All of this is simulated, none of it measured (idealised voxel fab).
process module | voxel plated lines
cross-section cut | 225 nm wide | cells 5 nm
A cross-section is a grid of square cells, given in bands from the top down. A band is one or more rows of cells.
Each band's line starts with the height of the band's top and of its bottom, in nm. Then come its materials from left to right, each with its width in nm. One material with "throughout" fills the band from edge to edge. "air" is empty space.
Height 0 is the level under which the wafer as received is all one material. The lowest band goes on downwards, as in "0 down".
A width such as "30 to 40" changes by the same amount from each row of cells to the next, from the band's top row to its bottom row.
"no change" after a step means that no cell of the cross-section changed.
closed voids: empty space of 8 cells or more with no open way to the top, each as width x height at its distance from the left edge, in nm
after a step's settings: what the simulator itself notes on the step
overlay nm, on a step with a mask: how far to the right of its planned place the mask lay; to the left if negative
plan
1 op RECEIVE | material Si
2 op CONFORMAL_DEP | material Al2O3 | thk nm 10
3 op DIRECTIONAL_DEP | material TiN | thk nm 5
4 op PATTERN | tone open | mask id LINES | material resist | width nm 15 | pitch nm 35 | thk nm 40 | overlay nm 0
5 op EPI | material Ru | thk nm 10
6 op EPI | material Ru | thk nm 5
7 op EPI | material Ru | thk nm 10
8 op STRIP | etch materials resist
9 op DIRECTIONAL_ETCH | etch materials TiN | depth nm 5
10 op CONFORMAL_DEP | material SiN | thk nm 5
as received, after step 1
  0 down: Si throughout
  closed voids: none
a wafer at the end: this start, this plan, one mistake
  45 to 40: SiN 90 | air 5 | SiN 30 | air 5 | SiN 95
  40 to 15: Ru 85 | SiN 5 | air 5 | SiN 5 | Ru 20 | SiN 5 | air 5 | SiN 5 | Ru 90
  15 to 10: TiN 85 | SiN 15 | TiN 20 | SiN 15 | TiN 90
  10 to 0: Al2O3 throughout
  0 down: Si throughout
  closed voids: none
what went wrong: step 4 ran as: op PATTERN | tone cover | mask id LINES | material resist | width nm 15 | pitch nm 35 | thk nm 40 | overlay nm 0
